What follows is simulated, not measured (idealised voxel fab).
This section sets out a process module, namely voxel spacer lines.
Square cell edge 5 nm, section width 225 nm, ID cut.
Cross-section layout: square cells on a grid; listed as bands, top to bottom; a band spans one or more cell rows. A band entry consists of two parts. The first gives the height of the band's top and the height of its bottom, in nm. The rest lists the band's materials from left to right, each with its width in nm. A single material labelled with the word "full width" fills the band from edge to edge, and the word "empty" marks empty space. Where do heights start? At 0: under that level the wafer as delivered is made of one material only. And the lowest band has no floor; it just carries on downward, as in "0 nm and below". Per-row width for "30 to 40": begins at first number (top row of band), ends at second number (bottom row), increment between rows held constant. "nothing got changed" for a step: no cell of the cross-section changed in that step. "Voids, enclosed": empty spaces of 8 cells or more with no open way to the top, each given as width x height at distance, distance from the left edge, all in nm. Step line, after settings: the simulator's comment on this step. For masked steps, "overlay nm" on the step line gives how far right of plan the mask actually lay; a minus sign means it lay to the left.

These are the steps we planned for the process:
1 RECEIVE [material Si]
2 CONFORMAL_DEP [material Al2O3] [thk nm 10]
3 DIRECTIONAL_DEP [material polySi] [thk nm 10]
4 DIRECTIONAL_DEP [material aC] [thk nm 25]
5 PATTERN [tone cover] [mask id MANDREL] [material resist] [width nm 25] [pitch nm 70] [thk nm 30] [overlay nm 0]
6 DIRECTIONAL_ETCH [etch materials aC] [depth nm 25]
7 STRIP [etch materials resist]
8 CONFORMAL_DEP [material SiO2] [thk nm 10]
9 DIRECTIONAL_ETCH [etch materials SiO2] [depth nm 10]
10 STRIP [etch materials aC]
11 DIRECTIONAL_ETCH [etch materials polySi] [depth nm 10]
12 STRIP [etch materials SiO2]

Wafer cross-section on receipt, i.e. after step 1:
    0 nm and below = Si full width
    Voids, enclosed: none

Module complete - cross-section of the first of two wafers, run according to plan:
    20 nm to 10 nm = empty 55 nm; polySi 10 nm; empty 25 nm; polySi 10 nm; empty 25 nm; polySi 10 nm; empty 25 nm; polySi 10 nm; empty 55 nm
    10 nm to 0 nm = Al2O3 full width
    0 nm and below = Si full width
    Voids, enclosed: none

Second wafer at the end: like start, like plan, one mistake:
    20 nm to 10 nm = empty 55 nm; polySi 10 nm; empty 30 nm; polySi 10 nm; empty 20 nm; polySi 10 nm; empty 30 nm; polySi 10 nm; empty 50 nm
    10 nm to 0 nm = Al2O3 full width
    0 nm and below = Si full width
    Voids, enclosed: none
What was the processing mistake? step 5 ran with different settings than intended, the actual operation and settings being PATTERN [tone cover] [mask id MANDREL] [material resist] [width nm 30] [pitch nm 70] [thk nm 30] [overlay nm 0]
So at the finish, the second wafer's got exactly as many cells of each material as the first, just not in the same spots.
